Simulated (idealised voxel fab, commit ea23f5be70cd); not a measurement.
This is a process module. Its name is voxel transistor to metal.
Cross-sectional view cut (width: 275 nm; square cell size: 5 nm).
Think of the cross-section as a grid of square cells. We describe it in bands, top to bottom, and each band covers one or more rows of those cells. Per band: top height and bottom height in nm, followed by the left-to-right materials and their widths in nm; "all across" marks a single material spanning edge to edge, "empty" marks empty space. Convention: height 0 is the level below which the wafer, as received, is all one material. The lowest band does not terminate at the bottom but continues downward, represented as "top 0, no bottom". With a width like "30->40", each row of cells in the band differs from the next by the same amount, the top row carrying the first number and the bottom row the second. You'll sometimes find "no alterations made" written for a step, and that's the way of saying that nowhere in the cross-section did a cell change during that step. Sealed internal cavities: empty space of 8 cells or more with no open way to the top, each as width x height at its distance from the left edge, in nm. It should be noted that, on the line of a given step, the content following the step's settings is a remark produced by the simulator itself with respect to that step. The optional step-line setting "overlay nm" applies to steps with a mask and quantifies how far to the right of its planned location the mask lay, a negative value indicating leftward placement. Pairs follow: section before one process step, section after it down to the lowest changed band, step with settings underneath. Pairs may come from different runs of this module on the same starting wafer; continuity with the pair above only as stated in the "before" entry.
**before**
    top 75, bottom 65 = aC all across
    top 65, bottom 40 = Ru all across
    top 40, bottom 35 = TiN all across
    top 35, bottom 25 = SiO2 (25); TiN (5); Ru (10); TiN (5); SiO2 (55); TiN (5); Ru (10); TiN (5); SiO2 (30); TiN (5); Ru (10); TiN (5); SiO2 (55); TiN (5); Ru (10); TiN (5); SiO2 (30)
    top 25, bottom 20 = SiO2 (25); TiN (5); Ru (10); TiN (5); SiO2 (5); SiN (5); HfO2 (5); TiN (5); W (15); TiN (5); HfO2 (5); SiN (5); SiO2 (5); TiN (5); Ru (10); TiN (5); SiO2 (30); TiN (5); Ru (10); TiN (5); SiO2 (5); SiN (5); HfO2 (5); TiN (5); W (15); TiN (5); HfO2 (5); SiN (5); SiO2 (5); TiN (5); Ru (10); TiN (5); SiO2 (30)
    top 20, bottom 15 = SiO2 (25); TiN (20); SiO2 (5); SiN (5); HfO2 (5); TiN (5); W (15); TiN (5); HfO2 (5); SiN (5); SiO2 (5); TiN (20); SiO2 (30); TiN (20); SiO2 (5); SiN (5); HfO2 (5); TiN (5); W (15); TiN (5); HfO2 (5); SiN (5); SiO2 (5); TiN (20); SiO2 (30)
    top 15, bottom 5 = SiO2 (25); TiN (5); SiGe (20); SiN (5); HfO2 (5); TiN (5); W (15); TiN (5); HfO2 (5); SiN (5); SiGe (20); TiN (5); SiO2 (30); TiN (5); SiGe (20); SiN (5); HfO2 (5); TiN (5); W (15); TiN (5); HfO2 (5); SiN (5); SiGe (20); TiN (5); SiO2 (30)
    top 5, bottom 0 = SiO2 (25); TiN (5); SiGe (20); SiN (5); HfO2 (5); TiN (25); HfO2 (5); SiN (5); SiGe (20); TiN (5); SiO2 (30); TiN (5); SiGe (20); SiN (5); HfO2 (5); TiN (25); HfO2 (5); SiN (5); SiGe (20); TiN (5); SiO2 (30)
    top 0, bottom -5 = SiO2 (20); SiGe (30); SiO2 (5); HfO2 (35); SiO2 (5); SiGe (30); SiO2 (20); SiGe (30); SiO2 (5); HfO2 (35); SiO2 (5); SiGe (30); SiO2 (25)
    top -5, bottom -20 = SiO2 (25); SiGe (25); Si (45); SiGe (25); SiO2 (30); SiGe (25); Si (45); SiGe (25); SiO2 (30)
    top -20, bottom -30 = SiO2 (25); Si (95); SiO2 (30); Si (95); SiO2 (30)
    top -30, no bottom = Si all across
    Sealed internal cavities: none
**Section, Post-Step**
    top 105, bottom 75 = resist (25); empty (20); resist (55); empty (20); resist (30); empty (20); resist (55); empty (20); resist (30)
    Below 75, the layers are the same as they were.
    Sealed internal cavities: none
So what happens between those two cross-sections up there? PATTERN, tone open, mask id METAL_1, material resist, width nm 20, thk nm 30, overlay nm 0
before: The pre-step condition corresponds to the post-step cross-section depicted in the pair directly above.
**Section, Post-Step**
    top 95, bottom 75 = resist (25); empty (20); resist (55); empty (20); resist (30); empty (20); resist (55); empty (20); resist (30)
    top 75, bottom 65 = aC (25); empty (20); aC (55); empty (20); aC (30); empty (20); aC (55); empty (20); aC (30)
    Below 65, the layers are the same as they were.
    Sealed internal cavities: none
So what happens between those two cross-sections up there? DIRECTIONAL_ETCH, etch materials aC, depth nm 10
before: The pre-step condition corresponds to the post-step cross-section depicted in the pair directly above.
**Section, Post-Step**
    top 75, bottom 65 = aC (25); empty (20); aC (55); empty (20); aC (30); empty (20); aC (55); empty (20); aC (30)
    Below 65, the layers are the same as they were.
    Sealed internal cavities: none
So what happens between those two cross-sections up there? STRIP, etch materials resist
before: The pre-step condition corresponds to the post-step cross-section depicted in the pair directly above.
**Section, Post-Step**
    top 75, bottom 65 = aC (25); empty (20); aC (55); empty (20); aC (30); empty (20); aC (55); empty (20); aC (30)
    top 65, bottom 40 = Ru (25); empty (20); Ru (55); empty (20); Ru (30); empty (20); Ru (55); empty (20); Ru (30)
    Below 40, the layers are the same as they were.
    Sealed internal cavities: none
So what happens between those two cross-sections up there? DIRECTIONAL_ETCH, etch materials Ru, depth nm 25
before: The pre-step condition corresponds to the post-step cross-section depicted in the pair directly above.
**Section, Post-Step**
    top 75, bottom 65 = aC (25); empty (20); aC (55); empty (20); aC (30); empty (20); aC (55); empty (20); aC (30)
    top 65, bottom 40 = Ru (25); empty (20); Ru (55); empty (20); Ru (30); empty (20); Ru (55); empty (20); Ru (30)
    top 40, bottom 35 = TiN (25); empty (20); TiN (55); empty (20); TiN (30); empty (20); TiN (55); empty (20); TiN (30)
    Below 35, the layers are the same as they were.
    Sealed internal cavities: none
So what happens between those two cross-sections up there? DIRECTIONAL_ETCH, etch materials TiN, depth nm 5
before: The pre-step condition corresponds to the post-step cross-section depicted in the pair directly above.
**Section, Post-Step**
    top 65, bottom 40 = Ru (25); empty (20); Ru (55); empty (20); Ru (30); empty (20); Ru (55); empty (20); Ru (30)
    Below 40, the layers are the same as they were.
    Sealed internal cavities: none
So what happens between those two cross-sections up there? STRIP, etch materials aC
before: The pre-step condition corresponds to the post-step cross-section depicted in the pair directly above.
**Section, Post-Step**
    top 70, bottom 65 = SiN (30); empty (10); SiN (65); empty (10); SiN (40); empty (10); SiN (65); empty (10); SiN (35)
    top 65, bottom 40 = Ru (25); SiN (5); empty (10); SiN (5); Ru (55); SiN (5); empty (10); SiN (5); Ru (30); SiN (5); empty (10); SiN (5); Ru (55); SiN (5); empty (10); SiN (5); Ru (30)
    top 40, bottom 35 = TiN (25); SiN (20); TiN (55); SiN (20); TiN (30); SiN (20); TiN (55); SiN (20); TiN (30)
    Below 35, the layers are the same as they were.
    Sealed internal cavities: none
So what happens between those two cross-sections up there? CONFORMAL_DEP, material SiN, thk nm 5
before: The pre-step condition corresponds to the post-step cross-section depicted in the pair directly above.
**Section, Post-Step**
    top 80, bottom 70 = lowk all across
    top 70, bottom 65 = SiN (30); lowk (10); SiN (65); lowk (10); SiN (40); lowk (10); SiN (65); lowk (10); SiN (35)
    top 65, bottom 40 = Ru (25); SiN (5); lowk (10); SiN (5); Ru (55); SiN (5); lowk (10); SiN (5); Ru (30); SiN (5); lowk (10); SiN (5); Ru (55); SiN (5); lowk (10); SiN (5); Ru (30)
    Below 40, the layers are the same as they were.
    Sealed internal cavities: none
So what happens between those two cross-sections up there? FILL_DEP, material lowk, thk nm 10
before: The pre-step condition corresponds to the post-step cross-section depicted in the pair directly above.
**Section, Post-Step**
    top 65, bottom 40 = Ru (25); SiN (5); lowk (10); SiN (5); Ru (55); SiN (5); lowk (10); SiN (5); Ru (30); SiN (5); lowk (10); SiN (5); Ru (55); SiN (5); lowk (10); SiN (5); Ru (30)
    Below 40, the layers are the same as they were.
    Sealed internal cavities: none
So what happens between those two cross-sections up there? CMP, height nm 65
before: The pre-step condition corresponds to the post-step cross-section depicted in the pair directly above.
**Section, Post-Step**
    top 70, bottom 65 = SiCN all across
    Below 65, the layers are the same as they were.
    Sealed internal cavities: none
So what happens between those two cross-sections up there? CONFORMAL_DEP, material SiCN, thk nm 5
